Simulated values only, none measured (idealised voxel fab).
process module | voxel capacitor over wiring
cross-section cut | 290 nm wide | cells 5 nm
A cross-section is a grid of square cells, given in bands from the top down. A band is one or more rows of cells.
Each band's line starts with the height of the band's top and of its bottom, in nm. Then come its materials from left to right, each with its width in nm. One material with "throughout" fills the band from edge to edge. "air" is empty space.
Height 0 is the level under which the wafer as received is all one material. The lowest band goes on downwards, as in "0 down".
A width such as "30 to 40" changes by the same amount from each row of cells to the next, from the band's top row to its bottom row.
"no change" after a step means that no cell of the cross-section changed.
closed voids: empty space of 8 cells or more with no open way to the top, each as width x height at its distance from the left edge, in nm
after a step's settings: what the simulator itself notes on the step
overlay nm, on a step with a mask: how far to the right of its planned place the mask lay; to the left if negative
plan
1 op RECEIVE | material Si
2 op CONFORMAL_DEP | material SiO2 | thk nm 10
3 op CONFORMAL_DEP | material SiCN | thk nm 5
4 op DIRECTIONAL_DEP | material SiO2 | thk nm 20
5 op MASKED_ETCH | tone open | mask id METAL_1 | width nm 20 | pitch nm 80 | etch materials SiO2 | depth nm 20 | overlay nm 0
6 op MASKED_ETCH | tone open | mask id METAL_1 | width nm 20 | pitch nm 80 | etch materials SiCN | depth nm 5 | overlay nm 0
7 op CONFORMAL_DEP | material TiN | thk nm 5
8 op FILL_DEP | material Cu | thk nm 5
9 op CMP | height nm 35
10 op EPI | material Ru | thk nm 5
11 op FILL_DEP | material SiCN | thk nm 5
12 op DIRECTIONAL_DEP | material lowk | thk nm 10
13 op MASKED_ETCH | tone open | mask id PLUG_1 | width nm 15 | etch materials lowk | depth nm 10 | overlay nm 0
14 op MASKED_ETCH | tone open | mask id PLUG_1 | width nm 15 | etch materials SiCN | depth nm 5 | overlay nm 0
15 op CONFORMAL_DEP | material TiN | thk nm 5
16 op FILL_DEP | material Ru | thk nm 5
17 op CMP | height nm 55
18 op DIRECTIONAL_DEP | material TiN | thk nm 5
19 op DIRECTIONAL_DEP | material Al2O3 | thk nm 5
20 op DIRECTIONAL_DEP | material TiN | thk nm 5
21 op MASKED_ETCH | tone cover | mask id UPPER_PLATE | width nm 65 | etch materials TiN | depth nm 5 | overlay nm 0
22 op MASKED_ETCH | tone cover | mask id UPPER_PLATE | width nm 65 | etch materials Al2O3 | depth nm 5 | overlay nm -15
23 op MASKED_ETCH | tone cover | mask id LOWER_PLATE | width nm 75 | etch materials TiN | depth nm 5 | overlay nm 0
24 op FILL_DEP | material SiO2 | thk nm 15
25 op CMP | height nm 80
26 op MASKED_ETCH | tone open | mask id PLUG_2 | width nm 15 | etch materials SiO2 | depth nm 10 | overlay nm 0
27 op CONFORMAL_DEP | material TiN | thk nm 5
28 op FILL_DEP | material Cu | thk nm 5
29 op CMP | height nm 80
30 op CONFORMAL_DEP | material SiN | thk nm 5
varied across the wafers: overlay nm of step 22. The plan shows the first wafer's value. All wafers start alike
first wafer as received, after step 1
  0 down: Si throughout
  closed voids: none
first wafer at the end, after step 30
  85 to 80: SiN throughout
  80 to 75: SiO2 110 | TiN 5 | Cu 5 | TiN 5 | SiO2 165
  75 to 65: SiO2 110 to 100 | TiN 15 to 65 | SiO2 165 to 125
  65 to 60: SiO2 85 | Al2O3 80 | SiO2 125
  60 to 55: SiO2 85 | TiN 85 | SiO2 120
  55 to 45: lowk 100 | TiN 5 | Ru 5 | TiN 5 | lowk 175
  45 to 40: SiCN 100 | TiN 15 | SiCN 175
  40 to 35: SiCN 90 | Ru 30 | SiCN 50 | Ru 30 | SiCN 90
  35 to 15: SiO2 95 | TiN 5 | Cu 10 | TiN 5 | SiO2 60 | TiN 5 | Cu 10 | TiN 5 | SiO2 95
  15 to 10: SiCN 95 | TiN 20 | SiCN 60 | TiN 20 | SiCN 95
  10 to 0: SiO2 throughout
  0 down: Si throughout
  closed voids: none
last wafer at the end
  85 to 80: SiN throughout
  80 to 75: SiO2 110 | TiN 5 | Cu 5 | TiN 5 | SiO2 165
  75 to 65: SiO2 110 to 100 | TiN 15 to 65 | SiO2 165 to 125
  65 to 60: SiO2 100 | Al2O3 80 | SiO2 110
  60 to 55: SiO2 95 | TiN 85 | SiO2 110
  55 to 45: lowk 100 | TiN 5 | Ru 5 | TiN 5 | lowk 175
  45 to 40: SiCN 100 | TiN 15 | SiCN 175
  40 to 35: SiCN 90 | Ru 30 | SiCN 50 | Ru 30 | SiCN 90
  35 to 15: SiO2 95 | TiN 5 | Cu 10 | TiN 5 | SiO2 60 | TiN 5 | Cu 10 | TiN 5 | SiO2 95
  15 to 10: SiCN 95 | TiN 20 | SiCN 60 | TiN 20 | SiCN 95
  10 to 0: SiO2 throughout
  0 down: Si throughout
  closed voids: none
each wafer at the end: cells of each material gained (+) or lost (-) since it was received, then its closed voids
overlay nm -15 | +16 Al2O3 | +17 Cu | +14 Ru | +151 SiCN | +58 SiN | +554 SiO2 | +66 TiN | +110 lowk | closed voids: none
overlay nm -10 | +15 Al2O3 | +17 Cu | +14 Ru | +151 SiCN | +58 SiN | +556 SiO2 | +65 TiN | +110 lowk | closed voids: none
overlay nm -5 | +14 Al2O3 | +17 Cu | +14 Ru | +151 SiCN | +58 SiN | +558 SiO2 | +64 TiN | +110 lowk | closed voids: none
overlay nm 0 | +13 Al2O3 | +17 Cu | +14 Ru | +151 SiCN | +58 SiN | +559 SiO2 | +64 TiN | +110 lowk | closed voids: none
overlay nm 5 | +14 Al2O3 | +17 Cu | +14 Ru | +151 SiCN | +58 SiN | +558 SiO2 | +64 TiN | +110 lowk | closed voids: none
overlay nm 10 | +15 Al2O3 | +17 Cu | +14 Ru | +151 SiCN | +58 SiN | +556 SiO2 | +65 TiN | +110 lowk | closed voids: none
overlay nm 15 | +16 Al2O3 | +17 Cu | +14 Ru | +151 SiCN | +58 SiN | +554 SiO2 | +66 TiN | +110 lowk | closed voids: none
